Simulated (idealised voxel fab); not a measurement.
process module | voxel ribs on slabs
cross-section cut | 265 nm wide | cells 5 nm
A cross-section is a grid of square cells, given in bands from the top down. A band is one or more rows of cells.
Each band's line starts with the height of the band's top and of its bottom, in nm. Then come its materials from left to right, each with its width in nm. One material with "throughout" fills the band from edge to edge. "air" is empty space.
Height 0 is the level under which the wafer as received is all one material. The lowest band goes on downwards, as in "0 down".
A width such as "30 to 40" changes by the same amount from each row of cells to the next, from the band's top row to its bottom row.
"no change" after a step means that no cell of the cross-section changed.
closed voids: empty space of 8 cells or more with no open way to the top, each as width x height at its distance from the left edge, in nm
after a step's settings: what the simulator itself notes on the step
overlay nm, on a step with a mask: how far to the right of its planned place the mask lay; to the left if negative
plan
1 op RECEIVE | material Si
2 op DIRECTIONAL_DEP | material SiO2 | thk nm 20
3 op DIRECTIONAL_DEP | material SiN | thk nm 25
4 op DIRECTIONAL_DEP | material aC | thk nm 10
5 op PATTERN | tone cover | mask id RIB | material resist | width nm 25 | thk nm 25 | overlay nm 0
6 op DIRECTIONAL_ETCH | etch materials aC | depth nm 10
7 op STRIP | etch materials resist
8 op DIRECTIONAL_ETCH | etch materials SiN | depth nm 20
9 op STRIP | etch materials aC
10 op MASKED_ETCH | tone cover | mask id SLAB | width nm 75 | etch materials SiN | depth nm 5 | overlay nm 0
11 op FILL_DEP | material SiO2 | thk nm 15
12 op CMP | height nm 55
13 op DIRECTIONAL_DEP | material TiN | thk nm 5
14 op MASKED_ETCH | tone cover | mask id HEATER | width nm 35 | etch materials TiN | depth nm 5 | overlay nm 0
15 op CONFORMAL_DEP | material SiO2 | thk nm 5
first wafer, as planned
as received, after step 1
  0 down: Si throughout
  closed voids: none
after step 2
  20 to 0: SiO2 throughout
  below 0: unchanged
after step 3
  45 to 20: SiN throughout
  below 20: unchanged
after step 4
  55 to 45: aC throughout
  below 45: unchanged
after step 5
  80 to 55: air 120 | resist 25 | air 120
  below 55: unchanged
after step 6
  70 to 55: air 120 | resist 25 | air 120
  55 to 45: air 120 | aC 25 | air 120
  below 45: unchanged
after step 7
  55 to 45: air 120 | aC 25 | air 120
  below 45: unchanged
after step 8
  55 to 45: air 120 | aC 25 | air 120
  45 to 25: air 120 | SiN 25 | air 120
  below 25: unchanged
after step 9
  45 to 25: air 120 | SiN 25 | air 120
  below 25: unchanged
after step 10
  45 to 25: air 120 | SiN 25 | air 120
  25 to 20: air 95 | SiN 75 | air 95
  below 20: unchanged
after step 11
  60 to 45: SiO2 throughout
  45 to 25: SiO2 120 | SiN 25 | SiO2 120
  25 to 20: SiO2 95 | SiN 75 | SiO2 95
  below 20: unchanged
after step 12
  55 to 45: SiO2 throughout
  below 45: unchanged
after step 13
  60 to 55: TiN throughout
  below 55: unchanged
after step 14
  60 to 55: air 115 | TiN 35 | air 115
  below 55: unchanged
after step 15
  65 to 60: air 110 | SiO2 45 | air 110
  60 to 55: SiO2 115 | TiN 35 | SiO2 115
  below 55: unchanged
second wafer: like start, like plan, one mistake. Through step 4 it matches the first wafer
when step 5 should have ended
  80 to 55: air 130 | resist 25 | air 110
  below 55: unchanged
when step 6 should have ended
  70 to 55: air 130 | resist 25 | air 110
  55 to 45: air 130 | aC 25 | air 110
  below 45: unchanged
when step 7 should have ended
  55 to 45: air 130 | aC 25 | air 110
  below 45: unchanged
when step 8 should have ended
  55 to 45: air 130 | aC 25 | air 110
  45 to 25: air 130 | SiN 25 | air 110
  below 25: unchanged
when step 9 should have ended
  45 to 25: air 130 | SiN 25 | air 110
  below 25: unchanged
when step 10 should have ended
  45 to 25: air 130 | SiN 25 | air 110
  25 to 20: air 95 | SiN 75 | air 95
  below 20: unchanged
when step 11 should have ended
  60 to 45: SiO2 throughout
  45 to 25: SiO2 130 | SiN 25 | SiO2 110
  25 to 20: SiO2 95 | SiN 75 | SiO2 95
  below 20: unchanged
when step 12 should have ended
  55 to 45: SiO2 throughout
  below 45: unchanged
when step 13 should have ended
  60 to 55: TiN throughout
  below 55: unchanged
when step 14 should have ended
  60 to 55: air 115 | TiN 35 | air 115
  below 55: unchanged
when step 15 should have ended
  65 to 60: air 110 | SiO2 45 | air 110
  60 to 55: SiO2 115 | TiN 35 | SiO2 115
  below 55: unchanged
what went wrong: step 5 ran as: op PATTERN | tone cover | mask id RIB | material resist | width nm 25 | thk nm 25 | overlay nm 10
at the end the second wafer has, in cells: as many of each material as the first, in other places
